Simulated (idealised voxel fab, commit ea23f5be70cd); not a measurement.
process module | voxel self aligned vias
For reference, the cross-section in this document is cut, with width 290 nm and square cells of 5 nm.
Think of the cross-section as a grid of square cells. We describe it in bands, top to bottom, and each band covers one or more rows of those cells. Per band: top height and bottom height in nm, followed by the left-to-right materials and their widths in nm; "full width" marks a single material spanning edge to edge, "air" marks empty space. We count height from 0. Below that, the starting wafer is all one material. The lowest band never ends at the bottom but goes on down; see "z 0 and below" for how that is written. The notation "30..40" denotes a width that varies across the rows of cells in the band, beginning at the first number in the top row, finishing at the second number in the bottom row, and changing by an identical amount from each row to the next. No cell of the cross-section changed in a step that is given as "everything unchanged". The list in "Closed internal voids" covers empty spaces of 8 cells or more that cannot reach the top through any open way, and it gives each as width x height at distance; the distance is from the left edge, and width, height and distance are in nm. On each step's line, the part that comes after the settings is the simulator's own comment on the step. "overlay nm" answers the question of how far to the right of plan the mask lay on a step that has a mask, and when it is negative the answer is to the left.
## Process steps (planned)
step 1: RECEIVE (material Si)
step 2: CONFORMAL_DEP (material SiO2; thk nm 10)
step 3: CONFORMAL_DEP (material SiCN; thk nm 5)
step 4: DIRECTIONAL_DEP (material lowk; thk nm 30)
step 5: DIRECTIONAL_DEP (material aC; thk nm 10)
step 6: PATTERN (tone open; mask id LINES; material resist; width nm 30; pitch nm 80; thk nm 25; overlay nm 0)
step 7: DIRECTIONAL_ETCH (etch materials aC; depth nm 10)
step 8: STRIP (etch materials resist)
step 9: DIRECTIONAL_ETCH (etch materials lowk; depth nm 30)
step 10: STRIP (etch materials aC)
step 11: CONFORMAL_DEP (material TiN; thk nm 5)
step 12: FILL_DEP (material Ru; thk nm 5)
step 13: CMP (height nm 45)
step 14: SELECTIVE_ETCH (etch materials W Ru TiN; depth nm 10)
step 15: FILL_DEP (material SiN; thk nm 5)
step 16: CMP (height nm 45)
step 17: DIRECTIONAL_DEP (material lowk; thk nm 15)
step 18: DIRECTIONAL_DEP (material aC; thk nm 15)
step 19: PATTERN (tone open; mask id VIAS; material resist; width nm 50; pitch nm 80; thk nm 35; overlay nm 0)
step 20: DIRECTIONAL_ETCH (etch materials aC; depth nm 15)
step 21: STRIP (etch materials resist)
step 22: DIRECTIONAL_ETCH (etch materials lowk; depth nm 15)
step 23: DIRECTIONAL_ETCH (etch materials SiN; depth nm 10)
step 24: STRIP (etch materials aC)
step 25: CONFORMAL_DEP (material TiN; thk nm 5)
step 26: FILL_DEP (material Ru; thk nm 5)
step 27: CMP (height nm 60)
step 28: CONFORMAL_DEP (material SiCN; thk nm 5)
## The following pertains to the first of two wafers, which was processed as planned
## Cross-section of the wafer upon arrival, representing the state reached after step 1
- z 0 and below  Si full width
- Closed internal voids: none
## Wafer section view after processing step 2
- z 10 to 0  SiO2 full width
- Everything under 0 stays put, no change at all.
## Wafer section view after processing step 3
- z 15 to 10  SiCN full width
- Everything under 10 stays put, no change at all.
## Wafer section view after processing step 4
- z 45 to 15  lowk full width
- Everything under 15 stays put, no change at all.
## Wafer section view after processing step 5
- z 55 to 45  aC full width
- Everything under 45 stays put, no change at all.
## Wafer section view after processing step 6
- z 80 to 55  resist=90  air=30  resist=50  air=30  resist=90
- Everything under 55 stays put, no change at all.
## Wafer section view after processing step 7
- z 70 to 55  resist=90  air=30  resist=50  air=30  resist=90
- z 55 to 45  aC=90  air=30  aC=50  air=30  aC=90
- Everything under 45 stays put, no change at all.
## Wafer section view after processing step 8
- z 55 to 45  aC=90  air=30  aC=50  air=30  aC=90
- Everything under 45 stays put, no change at all.
## Wafer section view after processing step 9
- z 55 to 45  aC=90  air=30  aC=50  air=30  aC=90
- z 45 to 15  lowk=90  air=30  lowk=50  air=30  lowk=90
- Everything under 15 stays put, no change at all.
## Wafer section view after processing step 10
- z 45 to 15  lowk=90  air=30  lowk=50  air=30  lowk=90
- Everything under 15 stays put, no change at all.
## Wafer section view after processing step 11
- z 50 to 45  TiN=95  air=20  TiN=60  air=20  TiN=95
- z 45 to 20  lowk=90  TiN=5  air=20  TiN=5  lowk=50  TiN=5  air=20  TiN=5  lowk=90
- z 20 to 15  lowk=90  TiN=30  lowk=50  TiN=30  lowk=90
- Everything under 15 stays put, no change at all.
## Wafer section view after processing step 12
- z 55 to 50  Ru full width
- z 50 to 45  TiN=95  Ru=20  TiN=60  Ru=20  TiN=95
- z 45 to 20  lowk=90  TiN=5  Ru=20  TiN=5  lowk=50  TiN=5  Ru=20  TiN=5  lowk=90
- Everything under 20 stays put, no change at all.
## Wafer section view after processing step 13
- z 45 to 20  lowk=90  TiN=5  Ru=20  TiN=5  lowk=50  TiN=5  Ru=20  TiN=5  lowk=90
- Everything under 20 stays put, no change at all.
## Wafer section view after processing step 14
- z 45 to 35  lowk=90  air=30  lowk=50  air=30  lowk=90
- Everything under 35 stays put, no change at all.
## Wafer section view after processing step 15
- z 50 to 45  SiN full width
- z 45 to 35  lowk=90  SiN=30  lowk=50  SiN=30  lowk=90
- Everything under 35 stays put, no change at all.
## Wafer section view after processing step 16
- z 45 to 35  lowk=90  SiN=30  lowk=50  SiN=30  lowk=90
- Everything under 35 stays put, no change at all.
## Wafer section view after processing step 17
- z 60 to 45  lowk full width
- Everything under 45 stays put, no change at all.
## Wafer section view after processing step 18
- z 75 to 60  aC full width
- Everything under 60 stays put, no change at all.
## Wafer section view after processing step 19
- z 110 to 75  resist=80  air=50  resist=30  air=50  resist=80
- Everything under 75 stays put, no change at all.
## Wafer section view after processing step 20
- z 95 to 75  resist=80  air=50  resist=30  air=50  resist=80
- z 75 to 60  aC=80  air=50  aC=30  air=50  aC=80
- Everything under 60 stays put, no change at all.
## Wafer section view after processing step 21
- z 75 to 60  aC=80  air=50  aC=30  air=50  aC=80
- Everything under 60 stays put, no change at all.
## Wafer section view after processing step 22
- z 75 to 60  aC=80  air=50  aC=30  air=50  aC=80
- z 60 to 45  lowk=80  air=50  lowk=30  air=50  lowk=80
- Everything under 45 stays put, no change at all.
## Wafer section view after processing step 23
- z 75 to 60  aC=80  air=50  aC=30  air=50  aC=80
- z 60 to 45  lowk=80  air=50  lowk=30  air=50  lowk=80
- z 45 to 35  lowk=90  air=30  lowk=50  air=30  lowk=90
- Everything under 35 stays put, no change at all.
## Wafer section view after processing step 24
- z 60 to 45  lowk=80  air=50  lowk=30  air=50  lowk=80
- Everything under 45 stays put, no change at all.
## Wafer section view after processing step 25
- z 65 to 60  TiN=85  air=40  TiN=40  air=40  TiN=85
- z 60 to 50  lowk=80  TiN=5  air=40  TiN=5  lowk=30  TiN=5  air=40  TiN=5  lowk=80
- z 50 to 40  lowk=80..90  TiN=15..5  air=20  TiN=15..5  lowk=30..50  TiN=15..5  air=20  TiN=15..5  lowk=80..90
- z 40 to 35  lowk=90  TiN=30  lowk=50  TiN=30  lowk=90
- Everything under 35 stays put, no change at all.
## Wafer section view after processing step 26
- z 70 to 65  Ru full width
- z 65 to 60  TiN=85  Ru=40  TiN=40  Ru=40  TiN=85
- z 60 to 50  lowk=80  TiN=5  Ru=40  TiN=5  lowk=30  TiN=5  Ru=40  TiN=5  lowk=80
- z 50 to 40  lowk=80..90  TiN=15..5  Ru=20  TiN=15..5  lowk=30..50  TiN=15..5  Ru=20  TiN=15..5  lowk=80..90
- Everything under 40 stays put, no change at all.
## Wafer section view after processing step 27
- z 60 to 50  lowk=80  TiN=5  Ru=40  TiN=5  lowk=30  TiN=5  Ru=40  TiN=5  lowk=80
- Everything under 50 stays put, no change at all.
## Wafer section view after processing step 28
- z 65 to 60  SiCN full width
- Everything under 60 stays put, no change at all.
## Wafer two. Same start, same plan, one slip in execution. Same as wafer one through step 5, inclusive
## Second wafer profile in section, at the moment step 6 of the plan was meant to be complete
- z 80 to 55  air=90  resist=30  air=50  resist=30  air=90
- Everything under 55 stays put, no change at all.
## Second wafer profile in section, at the moment step 7 of the plan was meant to be complete
- z 70 to 55  air=90  resist=30  air=50  resist=30  air=90
- z 55 to 45  air=90  aC=30  air=50  aC=30  air=90
- Everything under 45 stays put, no change at all.
## Second wafer profile in section, at the moment step 8 of the plan was meant to be complete
- z 55 to 45  air=90  aC=30  air=50  aC=30  air=90
- Everything under 45 stays put, no change at all.
## Second wafer profile in section, at the moment step 9 of the plan was meant to be complete
- z 55 to 45  air=90  aC=30  air=50  aC=30  air=90
- z 45 to 15  air=90  lowk=30  air=50  lowk=30  air=90
- Everything under 15 stays put, no change at all.
## Second wafer profile in section, at the moment step 10 of the plan was meant to be complete
- z 45 to 15  air=90  lowk=30  air=50  lowk=30  air=90
- Everything under 15 stays put, no change at all.
## Second wafer profile in section, at the moment step 11 of the plan was meant to be complete
- z 50 to 45  air=85  TiN=40  air=40  TiN=40  air=85
- z 45 to 20  air=85  TiN=5  lowk=30  TiN=5  air=40  TiN=5  lowk=30  TiN=5  air=85
- z 20 to 15  TiN=90  lowk=30  TiN=50  lowk=30  TiN=90
- Everything under 15 stays put, no change at all.
## Second wafer profile in section, at the moment step 12 of the plan was meant to be complete
- z 55 to 50  Ru full width
- z 50 to 45  Ru=85  TiN=40  Ru=40  TiN=40  Ru=85
- z 45 to 20  Ru=85  TiN=5  lowk=30  TiN=5  Ru=40  TiN=5  lowk=30  TiN=5  Ru=85
- Everything under 20 stays put, no change at all.
## Second wafer profile in section, at the moment step 13 of the plan was meant to be complete
- z 45 to 20  Ru=85  TiN=5  lowk=30  TiN=5  Ru=40  TiN=5  lowk=30  TiN=5  Ru=85
- Everything under 20 stays put, no change at all.
## Second wafer profile in section, at the moment step 14 of the plan was meant to be complete
- z 45 to 35  air=90  lowk=30  air=50  lowk=30  air=90
- Everything under 35 stays put, no change at all.
## Second wafer profile in section, at the moment step 15 of the plan was meant to be complete
- z 50 to 45  SiN full width
- z 45 to 35  SiN=90  lowk=30  SiN=50  lowk=30  SiN=90
- Everything under 35 stays put, no change at all.
## Second wafer profile in section, at the moment step 16 of the plan was meant to be complete
- z 45 to 35  SiN=90  lowk=30  SiN=50  lowk=30  SiN=90
- Everything under 35 stays put, no change at all.
## Second wafer profile in section, at the moment step 17 of the plan was meant to be complete
- z 60 to 45  lowk full width
- Everything under 45 stays put, no change at all.
## Second wafer profile in section, at the moment step 18 of the plan was meant to be complete
- z 75 to 60  aC full width
- Everything under 60 stays put, no change at all.
## Second wafer profile in section, at the moment step 19 of the plan was meant to be complete
- z 110 to 75  resist=80  air=50  resist=30  air=50  resist=80
- Everything under 75 stays put, no change at all.
## Second wafer profile in section, at the moment step 20 of the plan was meant to be complete
- z 95 to 75  resist=80  air=50  resist=30  air=50  resist=80
- z 75 to 60  aC=80  air=50  aC=30  air=50  aC=80
- Everything under 60 stays put, no change at all.
## Second wafer profile in section, at the moment step 21 of the plan was meant to be complete
- z 75 to 60  aC=80  air=50  aC=30  air=50  aC=80
- Everything under 60 stays put, no change at all.
## Second wafer profile in section, at the moment step 22 of the plan was meant to be complete
- z 75 to 60  aC=80  air=50  aC=30  air=50  aC=80
- z 60 to 45  lowk=80  air=50  lowk=30  air=50  lowk=80
- Everything under 45 stays put, no change at all.
## Second wafer profile in section, at the moment step 23 of the plan was meant to be complete
- z 75 to 60  aC=80  air=50  aC=30  air=50  aC=80
- z 60 to 45  lowk=80  air=50  lowk=30  air=50  lowk=80
- z 45 to 35  SiN=80  air=10  lowk=30  air=10  SiN=30  air=10  lowk=30  air=10  SiN=80
- Everything under 35 stays put, no change at all.
## Second wafer profile in section, at the moment step 24 of the plan was meant to be complete
- z 60 to 45  lowk=80  air=50  lowk=30  air=50  lowk=80
- Everything under 45 stays put, no change at all.
## Second wafer profile in section, at the moment step 25 of the plan was meant to be complete
- z 65 to 60  TiN=85  air=40  TiN=40  air=40  TiN=85
- z 60 to 50  lowk=80  TiN=5  air=40  TiN=5  lowk=30  TiN=5  air=40  TiN=5  lowk=80
- z 50 to 45  lowk=80  TiN=50  lowk=30  TiN=50  lowk=80
- z 45 to 35  SiN=80  TiN=10  lowk=30  TiN=10  SiN=30  TiN=10  lowk=30  TiN=10  SiN=80
- Everything under 35 stays put, no change at all.
## Second wafer profile in section, at the moment step 26 of the plan was meant to be complete
- z 70 to 65  Ru full width
- z 65 to 60  TiN=85  Ru=40  TiN=40  Ru=40  TiN=85
- z 60 to 50  lowk=80  TiN=5  Ru=40  TiN=5  lowk=30  TiN=5  Ru=40  TiN=5  lowk=80
- Everything under 50 stays put, no change at all.
## Second wafer profile in section, at the moment step 27 of the plan was meant to be complete
- z 60 to 50  lowk=80  TiN=5  Ru=40  TiN=5  lowk=30  TiN=5  Ru=40  TiN=5  lowk=80
- Everything under 50 stays put, no change at all.
## Second wafer profile in section, at the moment step 28 of the plan was meant to be complete
- z 65 to 60  SiCN full width
- Everything under 60 stays put, no change at all.
It is concluded that the wafer was processed incorrectly with respect to the plan, in that step 6 did not use the planned setting and instead ran as PATTERN (tone cover; mask id LINES; material resist; width nm 30; pitch nm 80; thk nm 25; overlay nm 0)
End check, counted in cells, second wafer has more or fewer of these materials than the first: Ru +86, SiN +76, TiN +42, lowk -204
